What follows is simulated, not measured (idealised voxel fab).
process module | voxel spacer lines
cross-section cut | 275 nm wide | cells 5 nm
A cross-section is a grid of square cells, given in bands from the top down. A band is one or more rows of cells.
Each band's line starts with the height of the band's top and of its bottom, in nm. Then come its materials from left to right, each with its width in nm. One material with "throughout" fills the band from edge to edge. "air" is empty space.
Height 0 is the level under which the wafer as received is all one material. The lowest band goes on downwards, as in "0 down".
A width such as "30 to 40" changes by the same amount from each row of cells to the next, from the band's top row to its bottom row.
"no change" after a step means that no cell of the cross-section changed.
closed voids: empty space of 8 cells or more with no open way to the top, each as width x height at its distance from the left edge, in nm
after a step's settings: what the simulator itself notes on the step
overlay nm, on a step with a mask: how far to the right of its planned place the mask lay; to the left if negative
plan
1 op RECEIVE | material Si
2 op CONFORMAL_DEP | material Al2O3 | thk nm 5
3 op DIRECTIONAL_DEP | material polySi | thk nm 15
4 op DIRECTIONAL_DEP | material aC | thk nm 20
5 op PATTERN | tone cover | mask id MANDREL | material resist | width nm 15 | pitch nm 50 | thk nm 25 | overlay nm 0
6 op DIRECTIONAL_ETCH | etch materials aC | depth nm 20
7 op STRIP | etch materials resist
8 op CONFORMAL_DEP | material SiO2 | thk nm 10
9 op DIRECTIONAL_ETCH | etch materials SiO2 | depth nm 10
10 op STRIP | etch materials aC
11 op DIRECTIONAL_ETCH | etch materials polySi | depth nm 15
12 op STRIP | etch materials SiO2
as received, after step 1
  0 down: Si throughout
  closed voids: none
a wafer at the end: this start, this plan, one mistake
  35 to 20: air 95 | polySi 10 | air 15 | polySi 10 | air 15 | polySi 10 | air 15 | polySi 10 | air 95
  20 to 5: polySi throughout
  5 to 0: Al2O3 throughout
  0 down: Si throughout
  closed voids: none
what went wrong: step 3 was run twice
